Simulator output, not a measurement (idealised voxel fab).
process module | voxel ribs on slabs
cross-section cut | 185 nm wide | cells 5 nm
A cross-section is a grid of square cells, given in bands from the top down. A band is one or more rows of cells.
Each band's line starts with the height of the band's top and of its bottom, in nm. Then come its materials from left to right, each with its width in nm. One material with "throughout" fills the band from edge to edge. "air" is empty space.
Height 0 is the level under which the wafer as received is all one material. The lowest band goes on downwards, as in "0 down".
A width such as "30 to 40" changes by the same amount from each row of cells to the next, from the band's top row to its bottom row.
"no change" after a step means that no cell of the cross-section changed.
closed voids: empty space of 8 cells or more with no open way to the top, each as width x height at its distance from the left edge, in nm
after a step's settings: what the simulator itself notes on the step
overlay nm, on a step with a mask: how far to the right of its planned place the mask lay; to the left if negative
plan
1 op RECEIVE | material Si
2 op DIRECTIONAL_DEP | material SiO2 | thk nm 20
3 op DIRECTIONAL_DEP | material polySi | thk nm 25
4 op MASKED_ETCH | tone cover | mask id RIB | width nm 30 | etch materials polySi | depth nm 20 | overlay nm 0
5 op PATTERN | tone cover | mask id SLAB | material resist | width nm 80 | thk nm 20 | overlay nm 0
6 op DIRECTIONAL_ETCH | etch materials polySi | depth nm 5
7 op STRIP | etch materials resist
8 op FILL_DEP | material SiO2 | thk nm 20
9 op CMP | height nm 60
10 op DIRECTIONAL_DEP | material TiN | thk nm 5
11 op MASKED_ETCH | tone cover | mask id HEATER | width nm 40 | etch materials TiN | depth nm 5 | overlay nm 0
12 op CONFORMAL_DEP | material SiN | thk nm 5
as received, after step 1
  0 down: Si throughout
  closed voids: none
a wafer at the end: this start, this plan, one mistake
  70 to 65: air 65 | SiN 50 | air 70
  65 to 60: SiN 70 | TiN 40 | SiN 75
  60 to 45: SiO2 throughout
  45 to 25: SiO2 75 | polySi 30 | SiO2 80
  25 to 20: SiO2 50 | polySi 80 | SiO2 55
  20 to 0: polySi throughout
  0 down: Si throughout
  closed voids: none
what went wrong: step 2 ran as: op DIRECTIONAL_DEP | material polySi | thk nm 20
